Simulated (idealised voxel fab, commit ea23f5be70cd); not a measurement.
Process module under the name voxel transistor to metal
155 nm wide, 5 nm square cells: that's cross-section cut.
Notation: cross-section as square-cell grid; stated in bands, top first, going down; one or more cell rows per band.
Band: top height; bottom height; in nm. Then, left to right: material with width in nm, for each material. "everywhere": a single material spanning edge to edge. "air": empty space.
Heights are reckoned from 0. Under this level, the received wafer is all of one material. The bottommost band is open-ended downward, for example "0..down".
Quick explanation for "30..40": the width changes in equal steps down the rows of cells, from the first number in the band's top row to the second number in its bottom row.
"remains unaltered" for a step: no cell of the cross-section changed in that step.
Each empty space that has no open way to the top and spans at least 8 cells appears under "Completely enclosed voids" as width x height at distance, the distance counted from the left edge, all in nm.
Whatever follows a step's settings on its line is a remark the simulator itself makes about that step.
On any step carrying a mask, the "overlay nm" setting, if present on the step's line, tells how far right of its planned place the mask lay; negative values point to the left.
Read each pair as before and after one process step. The after cross-section shows only down to the lowest band that changed. The step between them and its settings are given below the pair. Pairs can come from different runs of this module on the same starting wafer. A pair continues from the pair above only where its "Pre-step profile" entry says so.

[Pre-step profile]
> 90..85: W everywhere
> 85..80: TiN (40) / W (10) / TiN (55) / W (10) / TiN (40)
> 80..55: SiO2 (35) / TiN (5) / W (10) / TiN (5) / SiO2 (45) / TiN (5) / W (10) / TiN (5) / SiO2 (35)
> 55..50: SiCN (35) / TiN (20) / SiCN (45) / TiN (20) / SiCN (35)
> 50..35: SiO2 (35) / TiN (5) / W (10) / TiN (5) / SiO2 (45) / TiN (5) / W (10) / TiN (5) / SiO2 (35)
> 35..20: SiO2 (35) / TiN (5) / W (10) / TiN (5) / SiN (10) / SiO2 (5) / SiCN (15) / SiO2 (5) / SiN (10) / TiN (5) / W (10) / TiN (5) / SiO2 (35)
> 20..5: SiO2 (35) / TiN (5) / W (10) / TiN (5) / SiN (10) / SiO2 (5) / polySi (15) / SiO2 (5) / SiN (10) / TiN (5) / W (10) / TiN (5) / SiO2 (35)
> 5..0: SiO2 (35) / TiN (20) / SiN (10) / SiO2 (5) / polySi (15) / SiO2 (5) / SiN (10) / TiN (20) / SiO2 (35)
> 0..-5: SiO2 (30) / SiN (10) / pSi (15) / SiN (10) / SiO2 (5) / polySi (15) / SiO2 (5) / SiN (10) / pSi (20) / SiN (10) / SiO2 (25)
> -5..-10: SiO2 (40) / pSi (15) / SiO2 (45) / pSi (20) / SiO2 (35)
> -10..-15: SiO2 (30) / Si (10) / pSi (15) / Si (45) / pSi (20) / Si (5) / SiO2 (30)
> -15..-45: SiO2 (30) / Si (95) / SiO2 (30)
> -45..down: Si everywhere
> Completely enclosed voids: none

[Resulting Cross-Section]
> 80..55: SiO2 (35) / TiN (5) / W (10) / TiN (5) / SiO2 (45) / TiN (5) / W (10) / TiN (5) / SiO2 (35)
> Everything under 55 stays put, no change at all.
> Completely enclosed voids: none
The process step bridging the two cross-sections above: CMP with height nm 80

Pre-step profile: per the after cross-section of the pair just above.

[Resulting Cross-Section]
> 85..80: air (30) / Ru (30) / air (35) / Ru (30) / air (30)
> Everything under 80 stays put, no change at all.
> Completely enclosed voids: none
The process step bridging the two cross-sections above: EPI with material Ru, thk nm 5

Pre-step profile: per the after cross-section of the pair just above.

[Resulting Cross-Section]
> 90..85: SiCN everywhere
> 85..80: SiCN (30) / Ru (30) / SiCN (35) / Ru (30) / SiCN (30)
> Everything under 80 stays put, no change at all.
> Completely enclosed voids: none
The process step bridging the two cross-sections above: FILL_DEP with material SiCN, thk nm 5

[Pre-step profile]
> 15..0: SiN everywhere
> 0..-5: SiO2 everywhere
> -5..down: Si everywhere
> Completely enclosed voids: none

[Resulting Cross-Section]
> 15..0: air (35) / SiN (105) / air (15)
> Everything under 0 stays put, no change at all.
> Completely enclosed voids: none
The process step bridging the two cross-sections above: MASKED_ETCH with tone cover, mask id ACTIVE, width nm 105, etch materials SiN, depth nm 15, overlay nm 10

Pre-step profile: per the after cross-section of the pair just above.

[Resulting Cross-Section]
> 15..0: air (35) / SiN (105) / air (15)
> 0..-5: air (25) / SiO2 (115) / air (15)
> Everything under -5 stays put, no change at all.
> Completely enclosed voids: none
The process step bridging the two cross-sections above: MASKED_ETCH with tone cover, mask id ACTIVE, width nm 105, etch materials SiO2, depth nm 5, overlay nm 0

Pre-step profile: per the after cross-section of the pair just above.

[Resulting Cross-Section]
> 15..0: air (35) / SiN (105) / air (15)
> 0..-5: air (25) / SiO2 (115) / air (15)
> -5..-40: air (25) / Si (115) / air (15)
> Everything under -40 stays put, no change at all.
> Completely enclosed voids: none
The process step bridging the two cross-sections above: MASKED_ETCH with tone cover, mask id ACTIVE, width nm 105, etch materials Si, depth nm 35, overlay nm 0

Pre-step profile: per the after cross-section of the pair just above.

[Resulting Cross-Section]
> 15..0: air (35) / SiN (105) / air (15)
> 0..-5: air (25) / SiO2 (115) / air (15)
> -5..-40: air (25) / SiO2 (5) / Si (105) / SiO2 (5) / air (15)
> -40..-45: SiO2 (30) / Si (105) / SiO2 (20)
> Everything under -45 stays put, no change at all.
> Completely enclosed voids: none
The process step bridging the two cross-sections above: OXIDIZE with depth nm 5

Pre-step profile: per the after cross-section of the pair just above.

[Resulting Cross-Section]
> 25..15: SiO2 everywhere
> 15..0: SiO2 (35) / SiN (105) / SiO2 (15)
> 0..-5: SiO2 everywhere
> -5..-45: SiO2 (30) / Si (105) / SiO2 (20)
> Everything under -45 stays put, no change at all.
> Completely enclosed voids: none
The process step bridging the two cross-sections above: FILL_DEP with material SiO2, thk nm 10

Pre-step profile: per the after cross-section of the pair just above.

[Resulting Cross-Section]
> 15..0: SiO2 (35) / SiN (105) / SiO2 (15)
> Everything under 0 stays put, no change at all.
> Completely enclosed voids: none
The process step bridging the two cross-sections above: CMP with height nm 15

Pre-step profile: per the after cross-section of the pair just above.

[Resulting Cross-Section]
> 15..5: air (35) / SiN (105) / air (15)
> Everything under 5 stays put, no change at all.
> Completely enclosed voids: none
The process step bridging the two cross-sections above: SELECTIVE_ETCH with etch materials SiO2, depth nm 10

Pre-step profile: per the after cross-section of the pair just above.

[Resulting Cross-Section]
> 5..0: SiO2 (35) / air (105) / SiO2 (15)
> Everything under 0 stays put, no change at all.
> Completely enclosed voids: none
The process step bridging the two cross-sections above: STRIP with etch materials SiN

Pre-step profile: per the after cross-section of the pair just above.

[Resulting Cross-Section]
> 0..-5: SiO2 (30) / air (115) / SiO2 (10)
> Everything under -5 stays put, no change at all.
> Completely enclosed voids: none
The process step bridging the two cross-sections above: SELECTIVE_ETCH with etch materials SiO2, depth nm 5

Pre-step profile: per the after cross-section of the pair just above.

[Resulting Cross-Section]
> 0..-5: SiO2 (30) / air (115) / SiO2 (10)
> -5..-10: SiO2 everywhere
> Everything under -10 stays put, no change at all.
> Completely enclosed voids: none
The process step bridging the two cross-sections above: OXIDIZE with depth nm 5

Pre-step profile: per the after cross-section of the pair just above.

[Resulting Cross-Section]
> 25..20: polySi (30) / air (115) / polySi (10)
> 20..0: polySi everywhere
> 0..-5: SiO2 (30) / polySi (115) / SiO2 (10)
> Everything under -5 stays put, no change at all.
> Completely enclosed voids: none
The process step bridging the two cross-sections above: DIRECTIONAL_DEP with material polySi, thk nm 25

Pre-step profile: per the after cross-section of the pair just above.

[Resulting Cross-Section]
> 40..35: SiCN (30) / air (115) / SiCN (10)
> 35..25: SiCN everywhere
> 25..20: polySi (30) / SiCN (115) / polySi (10)
> Everything under 20 stays put, no change at all.
> Completely enclosed voids: none
The process step bridging the two cross-sections above: DIRECTIONAL_DEP with material SiCN, thk nm 15

Pre-step profile: per the after cross-section of the pair just above.

[Resulting Cross-Section]
> 50..45: aC (30) / air (115) / aC (10)
> 45..40: aC everywhere
> 40..35: SiCN (30) / aC (115) / SiCN (10)
> Everything under 35 stays put, no change at all.
> Completely enclosed voids: none
The process step bridging the two cross-sections above: DIRECTIONAL_DEP with material aC, thk nm 10

Pre-step profile: per the after cross-section of the pair just above.

[Resulting Cross-Section]
> 75..50: air (70) / resist (15) / air (70)
> 50..45: aC (30) / air (40) / resist (15) / air (60) / aC (10)
> Everything under 45 stays put, no change at all.
> Completely enclosed voids: none
The process step bridging the two cross-sections above: PATTERN with tone cover, mask id GATE, material resist, width nm 15, thk nm 25, overlay nm 0

Pre-step profile: per the after cross-section of the pair just above.

[Resulting Cross-Section]
> 65..45: air (70) / resist (15) / air (70)
> 45..40: air (70) / aC (15) / air (70)
> 40..35: SiCN (30) / air (40) / aC (15) / air (60) / SiCN (10)
> Everything under 35 stays put, no change at all.
> Completely enclosed voids: none
The process step bridging the two cross-sections above: DIRECTIONAL_ETCH with etch materials aC, depth nm 10

Pre-step profile: per the after cross-section of the pair just above.

[Resulting Cross-Section]
> 45..40: air (70) / aC (15) / air (70)
> Everything under 40 stays put, no change at all.
> Completely enclosed voids: none
The process step bridging the two cross-sections above: STRIP with etch materials resist

Pre-step profile: per the after cross-section of the pair just above.

[Resulting Cross-Section]
> 45..35: air (70) / aC (15) / air (70)
> 35..25: air (70) / SiCN (15) / air (70)
> 25..20: polySi (30) / air (40) / SiCN (15) / air (60) / polySi (10)
> Everything under 20 stays put, no change at all.
> Completely enclosed voids: none
The process step bridging the two cross-sections above: DIRECTIONAL_ETCH with etch materials SiCN, depth nm 25

Pre-step profile: per the after cross-section of the pair just above.

[Resulting Cross-Section]
> 45..35: air (70) / aC (15) / air (70)
> 35..20: air (70) / SiCN (15) / air (70)
> 20..0: air (70) / polySi (15) / air (70)
> 0..-5: SiO2 (30) / air (40) / polySi (15) / air (60) / SiO2 (10)
> Everything under -5 stays put, no change at all.
> Completely enclosed voids: none
The process step bridging the two cross-sections above: DIRECTIONAL_ETCH with etch materials polySi, depth nm 35

Pre-step profile: per the after cross-section of the pair just above.

[Resulting Cross-Section]
> 35..20: air (70) / SiCN (15) / air (70)
> Everything under 20 stays put, no change at all.
> Completely enclosed voids: none
The process step bridging the two cross-sections above: STRIP with etch materials aC

Pre-step profile: per the after cross-section of the pair just above.

[Resulting Cross-Section]
> 40..35: air (65) / SiO2 (25) / air (65)
> 35..20: air (65) / SiO2 (5) / SiCN (15) / SiO2 (5) / air (65)
> 20..5: air (65) / SiO2 (5) / polySi (15) / SiO2 (5) / air (65)
> 5..0: SiO2 (35) / air (30) / SiO2 (5) / polySi (15) / SiO2 (5) / air (50) / SiO2 (15)
> 0..-5: SiO2 (70) / polySi (15) / SiO2 (70)
> Everything under -5 stays put, no change at all.
> Completely enclosed voids: none
The process step bridging the two cross-sections above: CONFORMAL_DEP with material SiO2, thk nm 5

Pre-step profile: per the after cross-section of the pair just above.

[Resulting Cross-Section]
> 35..20: air (65) / SiO2 (5) / SiCN (15) / SiO2 (5) / air (65)
> 20..0: air (65) / SiO2 (5) / polySi (15) / SiO2 (5) / air (65)
> 0..-5: SiO2 (35) / air (30) / SiO2 (5) / polySi (15) / SiO2 (5) / air (50) / SiO2 (15)
> Everything under -5 stays put, no change at all.
> Completely enclosed voids: none
The process step bridging the two cross-sections above: DIRECTIONAL_ETCH with etch materials SiO2, depth nm 5

Pre-step profile: per the after cross-section of the pair just above.

[Resulting Cross-Section]
> 45..35: air (55) / SiN (45) / air (55)
> 35..20: air (55) / SiN (10) / SiO2 (5) / SiCN (15) / SiO2 (5) / SiN (10) / air (55)
> 20..10: air (55) / SiN (10) / SiO2 (5) / polySi (15) / SiO2 (5) / SiN (10) / air (55)
> 10..5: SiN (45) / air (10) / SiN (10) / SiO2 (5) / polySi (15) / SiO2 (5) / SiN (10) / air (30) / SiN (25)
> 5..0: SiN (65) / SiO2 (5) / polySi (15) / SiO2 (5) / SiN (65)
> 0..-5: SiO2 (35) / SiN (30) / SiO2 (5) / polySi (15) / SiO2 (5) / SiN (50) / SiO2 (15)
> Everything under -5 stays put, no change at all.
> Completely enclosed voids: none
The process step bridging the two cross-sections above: CONFORMAL_DEP with material SiN, thk nm 10

Pre-step profile: per the after cross-section of the pair just above.

[Resulting Cross-Section]
> 35..20: air (55) / SiN (10) / SiO2 (5) / SiCN (15) / SiO2 (5) / SiN (10) / air (55)
> 20..0: air (55) / SiN (10) / SiO2 (5) / polySi (15) / SiO2 (5) / SiN (10) / air (55)
> 0..-5: SiO2 (35) / SiN (10) / air (10) / SiN (10) / SiO2 (5) / polySi (15) / SiO2 (5) / SiN (10) / air (30) / SiN (10) / SiO2 (15)
> Everything under -5 stays put, no change at all.
> Completely enclosed voids: none
The process step bridging the two cross-sections above: DIRECTIONAL_ETCH with etch materials SiN, depth nm 10

Pre-step profile: per the after cross-section of the pair just above.

[Resulting Cross-Section]
> 35..30: air (55) / SiN (10) / air (5) / SiCN (15) / air (5) / SiN (10) / air (55)
> 30..20: air (55) / SiN (10) / SiO2 (5) / SiCN (15) / SiO2 (5) / SiN (10) / air (55)
> 20..0: air (55) / SiN (10) / SiO2 (5) / polySi (15) / SiO2 (5) / SiN (10) / air (55)
> 0..-5: air (35) / SiN (10) / air (10) / SiN (10) / SiO2 (5) / polySi (15) / SiO2 (5) / SiN (10) / air (30) / SiN (10) / air (15)
> -5..-10: SiO2 (45) / air (10) / SiO2 (45) / air (30) / SiO2 (25)
> Everything under -10 stays put, no change at all.
> Completely enclosed voids: none
The process step bridging the two cross-sections above: DIRECTIONAL_ETCH with etch materials SiO2, depth nm 5

Pre-step profile: per the after cross-section of the pair just above.

[Resulting Cross-Section]
> 35..30: air (55) / SiN (10) / air (5) / SiCN (15) / air (5) / SiN (10) / air (55)
> 30..20: air (55) / SiN (10) / SiO2 (5) / SiCN (15) / SiO2 (5) / SiN (10) / air (55)
> 20..0: air (55) / SiN (10) / SiO2 (5) / polySi (15) / SiO2 (5) / SiN (10) / air (55)
> 0..-5: air (35) / SiN (10) / air (10) / SiN (10) / SiO2 (5) / polySi (15) / SiO2 (5) / SiN (10) / air (30) / SiN (10) / air (15)
> -5..-10: SiO2 (45) / air (10) / SiO2 (45) / air (30) / SiO2 (25)
> -10..-15: SiO2 (30) / Si (15) / air (10) / Si (45) / air (30) / Si (5) / SiO2 (20)
> Everything under -15 stays put, no change at all.
> Completely enclosed voids: none
The process step bridging the two cross-sections above: DIRECTIONAL_ETCH with etch materials Si, depth nm 5

Pre-step profile: per the after cross-section of the pair just above.

[Resulting Cross-Section]
> 35..30: air (55) / SiN (10) / air (5) / SiCN (15) / air (5) / SiN (10) / air (55)
> 30..20: air (55) / SiN (10) / SiO2 (5) / SiCN (15) / SiO2 (5) / SiN (10) / air (55)
> 20..0: air (55) / SiN (10) / SiO2 (5) / polySi (15) / SiO2 (5) / SiN (10) / air (55)
> 0..-5: air (35) / SiN (10) / pSi (10) / SiN (10) / SiO2 (5) / polySi (15) / SiO2 (5) / SiN (10) / pSi (10) / air (10) / pSi (10) / SiN (10) / air (15)
> -5..-10: SiO2 (45) / pSi (10) / SiO2 (45) / pSi (30) / SiO2 (25)
> -10..-15: SiO2 (30) / Si (15) / pSi (10) / Si (45) / pSi (30) / Si (5) / SiO2 (20)
> Everything under -15 stays put, no change at all.
> Completely enclosed voids: none
The process step bridging the two cross-sections above: EPI with material pSi, thk nm 10

Pre-step profile: per the after cross-section of the pair just above.

[Resulting Cross-Section]
> 40..35: SiO2 everywhere
> 35..20: SiO2 (55) / SiN (10) / SiO2 (5) / SiCN (15) / SiO2 (5) / SiN (10) / SiO2 (55)
> 20..0: SiO2 (55) / SiN (10) / SiO2 (5) / polySi (15) / SiO2 (5) / SiN (10) / SiO2 (55)
> 0..-5: SiO2 (35) / SiN (10) / pSi (10) / SiN (10) / SiO2 (5) / polySi (15) / SiO2 (5) / SiN (10) / pSi (10) / SiO2 (10) / pSi (10) / SiN (10) / SiO2 (15)
> Everything under -5 stays put, no change at all.
> Completely enclosed voids: none
The process step bridging the two cross-sections above: FILL_DEP with material SiO2, thk nm 5

Pre-step profile: per the after cross-section of the pair just above.

[Resulting Cross-Section]
> 35..20: SiO2 (55) / SiN (10) / SiO2 (5) / SiCN (15) / SiO2 (5) / SiN (10) / SiO2 (55)
> Everything under 20 stays put, no change at all.
> Completely enclosed voids: none
The process step bridging the two cross-sections above: CMP with height nm 35

Pre-step profile: per the after cross-section of the pair just above.

[Resulting Cross-Section]
> 50..35: SiO2 everywhere
> Everything under 35 stays put, no change at all.
> Completely enclosed voids: none
The process step bridging the two cross-sections above: DIRECTIONAL_DEP with material SiO2, thk nm 15

Pre-step profile: per the after cross-section of the pair just above.

[Resulting Cross-Section]
> 70..50: resist (35) / air (20) / resist (45) / air (20) / resist (35)
> Everything under 50 stays put, no change at all.
> Completely enclosed voids: none
The process step bridging the two cross-sections above: PATTERN with tone open, mask id CONTACT, material resist, width nm 20, pitch nm 65, thk nm 20, overlay nm 0

Pre-step profile: per the after cross-section of the pair just above.

[Resulting Cross-Section]
> 70..50: resist (35) / air (20) / resist (45) / air (20) / resist (35)
> 50..35: SiO2 (35) / air (20) / SiO2 (45) / air (20) / SiO2 (35)
> 35..20: SiO2 (35) / air (20) / SiN (10) / SiO2 (5) / SiCN (15) / SiO2 (5) / SiN (10) / air (20) / SiO2 (35)
> 20..0: SiO2 (35) / air (20) / SiN (10) / SiO2 (5) / polySi (15) / SiO2 (5) / SiN (10) / air (20) / SiO2 (35)
> Everything under 0 stays put, no change at all.
> Completely enclosed voids: none
The process step bridging the two cross-sections above: DIRECTIONAL_ETCH with etch materials SiO2, depth nm 50

Pre-step profile: per the after cross-section of the pair just above.

[Resulting Cross-Section]
> 50..35: SiO2 (35) / air (20) / SiO2 (45) / air (20) / SiO2 (35)
> Everything under 35 stays put, no change at all.
> Completely enclosed voids: none
The process step bridging the two cross-sections above: STRIP with etch materials resist

Pre-step profile: per the after cross-section of the pair just above.

[Resulting Cross-Section]
> 55..50: TiN (40) / air (10) / TiN (55) / air (10) / TiN (40)
> 50..35: SiO2 (35) / TiN (5) / air (10) / TiN (5) / SiO2 (45) / TiN (5) / air (10) / TiN (5) / SiO2 (35)
> 35..20: SiO2 (35) / TiN (5) / air (10) / TiN (5) / SiN (10) / SiO2 (5) / SiCN (15) / SiO2 (5) / SiN (10) / TiN (5) / air (10) / TiN (5) / SiO2 (35)
> 20..5: SiO2 (35) / TiN (5) / air (10) / TiN (5) / SiN (10) / SiO2 (5) / polySi (15) / SiO2 (5) / SiN (10) / TiN (5) / air (10) / TiN (5) / SiO2 (35)
> 5..0: SiO2 (35) / TiN (20) / SiN (10) / SiO2 (5) / polySi (15) / SiO2 (5) / SiN (10) / TiN (20) / SiO2 (35)
> Everything under 0 stays put, no change at all.
> Completely enclosed voids: none
The process step bridging the two cross-sections above: CONFORMAL_DEP with material TiN, thk nm 5

Pre-step profile: per the after cross-section of the pair just above.

[Resulting Cross-Section]
> 60..55: W everywhere
> 55..50: TiN (40) / W (10) / TiN (55) / W (10) / TiN (40)
> 50..35: SiO2 (35) / TiN (5) / W (10) / TiN (5) / SiO2 (45) / TiN (5) / W (10) / TiN (5) / SiO2 (35)
> 35..20: SiO2 (35) / TiN (5) / W (10) / TiN (5) / SiN (10) / SiO2 (5) / SiCN (15) / SiO2 (5) / SiN (10) / TiN (5) / W (10) / TiN (5) / SiO2 (35)
> 20..5: SiO2 (35) / TiN (5) / W (10) / TiN (5) / SiN (10) / SiO2 (5) / polySi (15) / SiO2 (5) / SiN (10) / TiN (5) / W (10) / TiN (5) / SiO2 (35)
> Everything under 5 stays put, no change at all.
> Completely enclosed voids: none
The process step bridging the two cross-sections above: FILL_DEP with material W, thk nm 5

Pre-step profile: per the after cross-section of the pair just above.

[Resulting Cross-Section]
> 50..35: SiO2 (35) / TiN (5) / W (10) / TiN (5) / SiO2 (45) / TiN (5) / W (10) / TiN (5) / SiO2 (35)
> Everything under 35 stays put, no change at all.
> Completely enclosed voids: none
The process step bridging the two cross-sections above: CMP with height nm 50

Pre-step profile: per the after cross-section of the pair just above.

[Resulting Cross-Section]
> 55..50: SiCN everywhere
> Everything under 50 stays put, no change at all.
> Completely enclosed voids: none
The process step bridging the two cross-sections above: CONFORMAL_DEP with material SiCN, thk nm 5

Pre-step profile: per the after cross-section of the pair just above.

[Resulting Cross-Section]
> 80..55: SiO2 everywhere
> Everything under 55 stays put, no change at all.
> Completely enclosed voids: none
The process step bridging the two cross-sections above: DIRECTIONAL_DEP with material SiO2, thk nm 25

Pre-step profile: per the after cross-section of the pair just above.

[Resulting Cross-Section]
> 95..80: resist (35) / air (20) / resist (45) / air (20) / resist (35)
> Everything under 80 stays put, no change at all.
> Completely enclosed voids: none
The process step bridging the two cross-sections above: PATTERN with tone open, mask id METAL_1, material resist, width nm 20, pitch nm 65, thk nm 15, overlay nm 0

Pre-step profile: per the after cross-section of the pair just above.

[Resulting Cross-Section]
> 95..80: resist (35) / air (20) / resist (45) / air (20) / resist (35)
> 80..55: SiO2 (35) / air (20) / SiO2 (45) / air (20) / SiO2 (35)
> Everything under 55 stays put, no change at all.
> Completely enclosed voids: none
The process step bridging the two cross-sections above: DIRECTIONAL_ETCH with etch materials SiO2, depth nm 25

Pre-step profile: per the after cross-section of the pair just above.

[Resulting Cross-Section]
> 95..80: resist (35) / air (20) / resist (45) / air (20) / resist (35)
> 80..55: SiO2 (35) / air (20) / SiO2 (45) / air (20) / SiO2 (35)
> 55..50: SiCN (35) / air (20) / SiCN (45) / air (20) / SiCN (35)
> Everything under 50 stays put, no change at all.
> Completely enclosed voids: none
The process step bridging the two cross-sections above: DIRECTIONAL_ETCH with etch materials SiCN, depth nm 5

Pre-step profile: per the after cross-section of the pair just above.

[Resulting Cross-Section]
> 80..55: SiO2 (35) / air (20) / SiO2 (45) / air (20) / SiO2 (35)
> Everything under 55 stays put, no change at all.
> Completely enclosed voids: none
The process step bridging the two cross-sections above: STRIP with etch materials resist

Pre-step profile: per the after cross-section of the pair just above.

[Resulting Cross-Section]
> 85..80: TiN (40) / air (10) / TiN (55) / air (10) / TiN (40)
> 80..55: SiO2 (35) / TiN (5) / air (10) / TiN (5) / SiO2 (45) / TiN (5) / air (10) / TiN (5) / SiO2 (35)
> 55..50: SiCN (35) / TiN (20) / SiCN (45) / TiN (20) / SiCN (35)
> Everything under 50 stays put, no change at all.
> Completely enclosed voids: none
The process step bridging the two cross-sections above: CONFORMAL_DEP with material TiN, thk nm 5

Pre-step profile: per the after cross-section of the pair just above.

[Resulting Cross-Section]
> 90..85: W everywhere
> 85..80: TiN (40) / W (10) / TiN (55) / W (10) / TiN (40)
> 80..55: SiO2 (35) / TiN (5) / W (10) / TiN (5) / SiO2 (45) / TiN (5) / W (10) / TiN (5) / SiO2 (35)
> Everything under 55 stays put, no change at all.
> Completely enclosed voids: none
The process step bridging the two cross-sections above: FILL_DEP with material W, thk nm 5

Pre-step profile: per the after cross-section of the pair just above.

[Resulting Cross-Section]
> 80..55: SiO2 (35) / TiN (5) / W (10) / TiN (5) / SiO2 (45) / TiN (5) / W (10) / TiN (5) / SiO2 (35)
> Everything under 55 stays put, no change at all.
> Completely enclosed voids: none
The process step bridging the two cross-sections above: CMP with height nm 80

Pre-step profile: per the after cross-section of the pair just above.

[Resulting Cross-Section]
> 85..80: air (30) / Ru (30) / air (35) / Ru (30) / air (30)
> Everything under 80 stays put, no change at all.
> Completely enclosed voids: none
The process step bridging the two cross-sections above: EPI with material Ru, thk nm 5

Pre-step profile: per the after cross-section of the pair just above.

[Resulting Cross-Section]
> 90..85: SiCN everywhere
> 85..80: SiCN (30) / Ru (30) / SiCN (35) / Ru (30) / SiCN (30)
> Everything under 80 stays put, no change at all.
> Completely enclosed voids: none
The process step bridging the two cross-sections above: FILL_DEP with material SiCN, thk nm 5

[Pre-step profile]
> 35..20: air (65) / SiO2 (5) / SiCN (15) / SiO2 (5) / air (65)
> 20..0: air (65) / SiO2 (5) / polySi (15) / SiO2 (5) / air (65)
> 0..-5: SiO2 (25) / air (40) / SiO2 (5) / polySi (15) / SiO2 (5) / air (40) / SiO2 (25)
> -5..-10: SiO2 everywhere
> -10..-45: SiO2 (30) / Si (95) / SiO2 (30)
> -45..down: Si everywhere
> Completely enclosed voids: none

[Resulting Cross-Section]
> 45..35: air (55) / SiO2 (45) / air (55)
> 35..20: air (55) / SiO2 (15) / SiCN (15) / SiO2 (15) / air (55)
> 20..10: air (55) / SiO2 (15) / polySi (15) / SiO2 (15) / air (55)
> 10..5: SiO2 (35) / air (20) / SiO2 (15) / polySi (15) / SiO2 (15) / air (20) / SiO2 (35)
> 5..-5: SiO2 (70) / polySi (15) / SiO2 (70)
> Everything under -5 stays put, no change at all.
> Completely enclosed voids: none
The process step bridging the two cross-sections above: CONFORMAL_DEP with material SiO2, thk nm 10

Pre-step profile: per the after cross-section of the pair just above.

[Resulting Cross-Section]
> 40..35: air (55) / SiO2 (45) / air (55)
> 35..20: air (55) / SiO2 (15) / SiCN (15) / SiO2 (15) / air (55)
> 20..5: air (55) / SiO2 (15) / polySi (15) / SiO2 (15) / air (55)
> 5..0: SiO2 (35) / air (20) / SiO2 (15) / polySi (15) / SiO2 (15) / air (20) / SiO2 (35)
> Everything under 0 stays put, no change at all.
> Completely enclosed voids: none
The process step bridging the two cross-sections above: DIRECTIONAL_ETCH with etch materials SiO2, depth nm 5

Pre-step profile: per the after cross-section of the pair just above.

[Resulting Cross-Section]
> 45..35: SiO2 everywhere
> 35..20: SiO2 (70) / SiCN (15) / SiO2 (70)
> 20..-5: SiO2 (70) / polySi (15) / SiO2 (70)
> Everything under -5 stays put, no change at all.
> Completely enclosed voids: none
The process step bridging the two cross-sections above: FILL_DEP with material SiO2, thk nm 5

Pre-step profile: per the after cross-section of the pair just above.

[Resulting Cross-Section]
> 35..20: SiO2 (70) / SiCN (15) / SiO2 (70)
> Everything under 20 stays put, no change at all.
> Completely enclosed voids: none
The process step bridging the two cross-sections above: CMP with height nm 35

Pre-step profile: per the after cross-section of the pair just above.

[Resulting Cross-Section]
> 50..35: SiO2 everywhere
> Everything under 35 stays put, no change at all.
> Completely enclosed voids: none
The process step bridging the two cross-sections above: DIRECTIONAL_DEP with material SiO2, thk nm 15

Pre-step profile: per the after cross-section of the pair just above.

[Resulting Cross-Section]
> 70..50: resist (35) / air (20) / resist (45) / air (20) / resist (35)
> Everything under 50 stays put, no change at all.
> Completely enclosed voids: none
The process step bridging the two cross-sections above: PATTERN with tone open, mask id CONTACT, material resist, width nm 20, pitch nm 65, thk nm 20, overlay nm 0

Pre-step profile: per the after cross-section of the pair just above.

[Resulting Cross-Section]
> 70..50: resist (35) / air (20) / resist (45) / air (20) / resist (35)
> 50..35: SiO2 (35) / air (20) / SiO2 (45) / air (20) / SiO2 (35)
> 35..20: SiO2 (35) / air (20) / SiO2 (15) / SiCN (15) / SiO2 (15) / air (20) / SiO2 (35)
> 20..0: SiO2 (35) / air (20) / SiO2 (15) / polySi (15) / SiO2 (15) / air (20) / SiO2 (35)
> Everything under 0 stays put, no change at all.
> Completely enclosed voids: none
The process step bridging the two cross-sections above: DIRECTIONAL_ETCH with etch materials SiO2, depth nm 50

Pre-step profile: per the after cross-section of the pair just above.

[Resulting Cross-Section]
> 50..35: SiO2 (35) / air (20) / SiO2 (45) / air (20) / SiO2 (35)
> Everything under 35 stays put, no change at all.
> Completely enclosed voids: none
The process step bridging the two cross-sections above: STRIP with etch materials resist

Pre-step profile: per the after cross-section of the pair just above.

[Resulting Cross-Section]
> 55..50: TiN (40) / air (10) / TiN (55) / air (10) / TiN (40)
> 50..35: SiO2 (35) / TiN (5) / air (10) / TiN (5) / SiO2 (45) / TiN (5) / air (10) / TiN (5) / SiO2 (35)
> 35..20: SiO2 (35) / TiN (5) / air (10) / TiN (5) / SiO2 (15) / SiCN (15) / SiO2 (15) / TiN (5) / air (10) / TiN (5) / SiO2 (35)
> 20..5: SiO2 (35) / TiN (5) / air (10) / TiN (5) / SiO2 (15) / polySi (15) / SiO2 (15) / TiN (5) / air (10) / TiN (5) / SiO2 (35)
> 5..0: SiO2 (35) / TiN (20) / SiO2 (15) / polySi (15) / SiO2 (15) / TiN (20) / SiO2 (35)
> Everything under 0 stays put, no change at all.
> Completely enclosed voids: none
The process step bridging the two cross-sections above: CONFORMAL_DEP with material TiN, thk nm 5

Pre-step profile: per the after cross-section of the pair just above.

[Resulting Cross-Section]
> 60..55: W everywhere
> 55..50: TiN (40) / W (10) / TiN (55) / W (10) / TiN (40)
> 50..35: SiO2 (35) / TiN (5) / W (10) / TiN (5) / SiO2 (45) / TiN (5) / W (10) / TiN (5) / SiO2 (35)
> 35..20: SiO2 (35) / TiN (5) / W (10) / TiN (5) / SiO2 (15) / SiCN (15) / SiO2 (15) / TiN (5) / W (10) / TiN (5) / SiO2 (35)
> 20..5: SiO2 (35) / TiN (5) / W (10) / TiN (5) / SiO2 (15) / polySi (15) / SiO2 (15) / TiN (5) / W (10) / TiN (5) / SiO2 (35)
> Everything under 5 stays put, no change at all.
> Completely enclosed voids: none
The process step bridging the two cross-sections above: FILL_DEP with material W, thk nm 5

Pre-step profile: per the after cross-section of the pair just above.

[Resulting Cross-Section]
> 50..35: SiO2 (35) / TiN (5) / W (10) / TiN (5) / SiO2 (45) / TiN (5) / W (10) / TiN (5) / SiO2 (35)
> Everything under 35 stays put, no change at all.
> Completely enclosed voids: none
The process step bridging the two cross-sections above: CMP with height nm 50

Pre-step profile: per the after cross-section of the pair just above.

[Resulting Cross-Section]
> 55..50: SiCN everywhere
> Everything under 50 stays put, no change at all.
> Completely enclosed voids: none
The process step bridging the two cross-sections above: CONFORMAL_DEP with material SiCN, thk nm 5

Pre-step profile: per the after cross-section of the pair just above.

[Resulting Cross-Section]
> 80..55: SiO2 everywhere
> Everything under 55 stays put, no change at all.
> Completely enclosed voids: none
The process step bridging the two cross-sections above: DIRECTIONAL_DEP with material SiO2, thk nm 25

Pre-step profile: per the after cross-section of the pair just above.

[Resulting Cross-Section]
> 95..80: resist (35) / air (20) / resist (45) / air (20) / resist (35)
> Everything under 80 stays put, no change at all.
> Completely enclosed voids: none
The process step bridging the two cross-sections above: PATTERN with tone open, mask id METAL_1, material resist, width nm 20, pitch nm 65, thk nm 15, overlay nm 0
